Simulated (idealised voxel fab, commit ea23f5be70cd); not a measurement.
The following process module bears the name voxel wiring stack.
The figure presents cross-section cut, which has a width of 190 nm and is divided into square cells with an edge length of 5 nm.
A cross-section is a grid of square cells, given in bands from the top down. A band is one or more rows of cells.
This entry defines a band. It first specifies the height of the band's top and the height of its bottom in nm, and then specifies the band's materials from left to right, stating each material with its width in nm. The word "edge to edge" identifies a single material that fills the band from edge to edge, while the word "blank" identifies empty space.
The reference from which all heights are counted is 0, the level beneath which the as-received wafer is entirely one material; the lowest band, having no lower bound, proceeds downward and is written after the example "top 0, no bottom".
Read "30->40" as a graded width: first number on top, second number at the bottom, same change between each pair of neighbouring rows.
Any step labelled "nothing different" changed none of the cells in the cross-section.
"Completely enclosed voids" contains a list of empty spaces, each no smaller than 8 cells and without an open way to the top, written in the form width x height at distance with the distance from the left edge and all three in nm.
Past the settings on a step's line: simulator remark, on that step.
Regarding "overlay nm": on a step with a mask, it is the distance the mask lay to the right of its planned place; a negative value places it to the left.

[Planned step list for the process]
1) RECEIVE [material Si]
2) CONFORMAL_DEP [material SiO2] [thk nm 10]
3) DIRECTIONAL_DEP [material TiN] [thk nm 5]
4) DIRECTIONAL_DEP [material Ru] [thk nm 25]
5) PATTERN [tone cover] [mask id METAL_1] [material resist] [width nm 25] [pitch nm 40] [thk nm 15] [overlay nm 0]
6) DIRECTIONAL_ETCH [etch materials Ru] [depth nm 25]
7) DIRECTIONAL_ETCH [etch materials TiN] [depth nm 5]
8) STRIP [etch materials resist]
9) CONFORMAL_DEP [material SiCN] [thk nm 5]
10) FILL_DEP [material SiO2] [thk nm 10]
11) CMP [height nm 40]
12) CONFORMAL_DEP [material SiCN] [thk nm 5]
13) DIRECTIONAL_DEP [material SiO2] [thk nm 10]
14) MASKED_ETCH [tone open] [mask id PLUG_1] [width nm 15] [pitch nm 40] [etch materials SiO2] [depth nm 10] [overlay nm 0]
15) MASKED_ETCH [tone open] [mask id PLUG_1] [width nm 15] [pitch nm 40] [etch materials SiCN] [depth nm 5] [overlay nm 0]
16) CONFORMAL_DEP [material TiN] [thk nm 5]
17) FILL_DEP [material W] [thk nm 10]
18) CMP [height nm 55]
19) CONFORMAL_DEP [material SiN] [thk nm 5]
20) DIRECTIONAL_DEP [material SiO2] [thk nm 20]
21) DIRECTIONAL_DEP [material aC] [thk nm 15]
22) PATTERN [tone open] [mask id METAL_2] [material resist] [width nm 25] [pitch nm 40] [thk nm 30] [overlay nm 0]
23) DIRECTIONAL_ETCH [etch materials aC] [depth nm 15]
24) STRIP [etch materials resist]
25) DIRECTIONAL_ETCH [etch materials SiO2] [depth nm 20]
26) DIRECTIONAL_ETCH [etch materials SiN] [depth nm 5]
27) STRIP [etch materials aC]
28) CONFORMAL_DEP [material TiN] [thk nm 5]
29) FILL_DEP [material Cu] [thk nm 10]
30) CMP [height nm 80]
31) EPI [material Ru] [thk nm 5]
32) FILL_DEP [material SiCN] [thk nm 5]

[Delivered wafer in cross-section: state after step 1]
  top 0, no bottom  Si edge to edge
  Completely enclosed voids: none

[Sectioned view, first of two wafers, at the close of the module, processed as intended in the plan]
  top 90, bottom 85  SiCN edge to edge
  top 85, bottom 80  SiCN: 35  Ru: 35  SiCN: 5  Ru: 35  SiCN: 5  Ru: 35  SiCN: 40
  top 80, bottom 60  SiO2: 40  TiN: 5  Cu: 15  TiN: 5  SiO2: 15  TiN: 5  Cu: 15  TiN: 5  SiO2: 15  TiN: 5  Cu: 15  TiN: 5  SiO2: 45
  top 60, bottom 55  SiN: 40  TiN: 25  SiN: 15  TiN: 25  SiN: 15  TiN: 25  SiN: 45
  top 55, bottom 45  SiO2: 40  TiN: 5  W: 5  TiN: 5  SiO2: 25  TiN: 5  W: 5  TiN: 5  SiO2: 25  TiN: 5  W: 5  TiN: 5  SiO2: 55
  top 45, bottom 40  SiCN: 40  TiN: 15  SiCN: 25  TiN: 15  SiCN: 25  TiN: 15  SiCN: 55
  top 40, bottom 15  SiO2: 35  SiCN: 5  Ru: 25  SiCN: 5  SiO2: 5  SiCN: 5  Ru: 25  SiCN: 5  SiO2: 5  SiCN: 5  Ru: 25  SiCN: 5  SiO2: 40
  top 15, bottom 10  SiCN: 40  TiN: 25  SiCN: 15  TiN: 25  SiCN: 15  TiN: 25  SiCN: 45
  top 10, bottom 0  SiO2 edge to edge
  top 0, no bottom  Si edge to edge
  Completely enclosed voids: none

[Here is the second of the two wafers cut open at the end of the module - same start, same plan as the first one, but we made one mistake running it]
  top 85, bottom 80  blank: 35  Ru: 35  blank: 5  Ru: 35  blank: 5  Ru: 35  blank: 40
  top 80, bottom 60  SiO2: 40  TiN: 5  Cu: 15  TiN: 5  SiO2: 15  TiN: 5  Cu: 15  TiN: 5  SiO2: 15  TiN: 5  Cu: 15  TiN: 5  SiO2: 45
  top 60, bottom 55  SiN: 40  TiN: 25  SiN: 15  TiN: 25  SiN: 15  TiN: 25  SiN: 45
  top 55, bottom 45  SiO2: 40  TiN: 5  W: 5  TiN: 5  SiO2: 25  TiN: 5  W: 5  TiN: 5  SiO2: 25  TiN: 5  W: 5  TiN: 5  SiO2: 55
  top 45, bottom 40  SiCN: 40  TiN: 15  SiCN: 25  TiN: 15  SiCN: 25  TiN: 15  SiCN: 55
  top 40, bottom 15  SiO2: 35  SiCN: 5  Ru: 25  SiCN: 5  SiO2: 5  SiCN: 5  Ru: 25  SiCN: 5  SiO2: 5  SiCN: 5  Ru: 25  SiCN: 5  SiO2: 40
  top 15, bottom 10  SiCN: 40  TiN: 25  SiCN: 15  TiN: 25  SiCN: 15  TiN: 25  SiCN: 45
  top 10, bottom 0  SiO2 edge to edge
  top 0, no bottom  Si edge to edge
  Completely enclosed voids: none
What broke from the plan during processing? the plan's step 32 was left out and never carried out
At the finish, the second wafer shows more or fewer cells for some materials than the first does: 55 fewer of SiCN
